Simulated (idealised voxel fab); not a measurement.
The document below concerns the process module designated voxel self aligned vias.
For reference, the cross-section in this document is cut, with width 220 nm and square cells of 5 nm.
The cross-sections in this document take the form of a grid made of square cells. They are written out as bands, in order from top to bottom. Each band consists of one or more rows of cells. The entry gives the band's vertical extent as a top height and a bottom height in nm, then its horizontal make-up as materials from left to right, each with a width in nm. "air" stands for empty space; a single material marked "all across" fills the band edge to edge. Heights are measured from 0, the level below which the as-received wafer is all one material; the lowest band has no bottom and continues downward, written as in "top 0, no bottom". The width entry "30 to 40" should be interpreted row by row: the top row of cells in the band takes the first number, the bottom row takes the second number, and the change between adjacent rows is uniform throughout. Take "no change occurred" at face value: in the step it is given for, the cross-section changed in none of its cells. "Internal closed voids": sealed empty spaces, 8 cells or more, no open way to top, listed width x height at distance, with distance from the left edge and width, height and distance in nm. If you see something after the settings on a step's line, that's the simulator's own remark about that step. overlay nm: for a step with a mask, the amount by which the mask lay right of where it was planned; a negative amount means left of it.

-- Process steps (planned)
step 1: RECEIVE with material Si
step 2: CONFORMAL_DEP with material SiO2, thk nm 15
step 3: CONFORMAL_DEP with material SiCN, thk nm 5
step 4: DIRECTIONAL_DEP with material lowk, thk nm 30
step 5: DIRECTIONAL_DEP with material aC, thk nm 15
step 6: PATTERN with tone open, mask id LINES, material resist, width nm 20, pitch nm 65, thk nm 35, overlay nm 0
step 7: DIRECTIONAL_ETCH with etch materials aC, depth nm 15
step 8: STRIP with etch materials resist
step 9: DIRECTIONAL_ETCH with etch materials lowk, depth nm 30
step 10: STRIP with etch materials aC
step 11: CONFORMAL_DEP with material TiN, thk nm 5
step 12: FILL_DEP with material W, thk nm 5
step 13: CMP with height nm 50
step 14: SELECTIVE_ETCH with etch materials W Ru TiN, depth nm 5
step 15: FILL_DEP with material SiN, thk nm 5
step 16: CMP with height nm 50
step 17: DIRECTIONAL_DEP with material lowk, thk nm 15
step 18: MASKED_ETCH with tone open, mask id VIAS, width nm 40, pitch nm 65, etch materials lowk, depth nm 15, overlay nm 0
step 19: MASKED_ETCH with tone open, mask id VIAS, width nm 40, pitch nm 65, etch materials SiN, depth nm 5, overlay nm 0
step 20: CONFORMAL_DEP with material TiN, thk nm 5
step 21: FILL_DEP with material Cu, thk nm 5
step 22: CMP with height nm 65
step 23: CONFORMAL_DEP with material SiN, thk nm 5

-- As-received wafer cross-section (after step 1)
	top 0, no bottom = Si all across
	Internal closed voids: none

-- Module complete, cross-section. Starting point and plan per above. One mistake made in running the module
	top 70, bottom 65 = SiN all across
	top 65, bottom 55 = lowk: 60 | TiN: 5 | Cu: 25 | TiN: 5 | lowk: 30 | TiN: 5 | Cu: 25 | TiN: 5 | lowk: 60
	top 55, bottom 50 = lowk: 60 | TiN: 10 | Cu: 10 | TiN: 15 | lowk: 30 | TiN: 10 | Cu: 10 | TiN: 15 | lowk: 60
	top 50, bottom 45 = lowk: 65 | TiN: 20 | lowk: 45 | TiN: 20 | lowk: 70
	top 45, bottom 25 = lowk: 65 | TiN: 5 | W: 10 | TiN: 5 | lowk: 45 | TiN: 5 | W: 10 | TiN: 5 | lowk: 70
	top 25, bottom 20 = lowk: 65 | TiN: 20 | lowk: 45 | TiN: 20 | lowk: 70
	top 20, bottom 15 = SiCN all across
	top 15, bottom 0 = SiO2 all across
	top 0, no bottom = Si all across
	Internal closed voids: none
So what did we get wrong on this run? not per plan at step 18, really ran MASKED_ETCH with tone open, mask id VIAS, width nm 35, pitch nm 65, etch materials lowk, depth nm 15, overlay nm 0
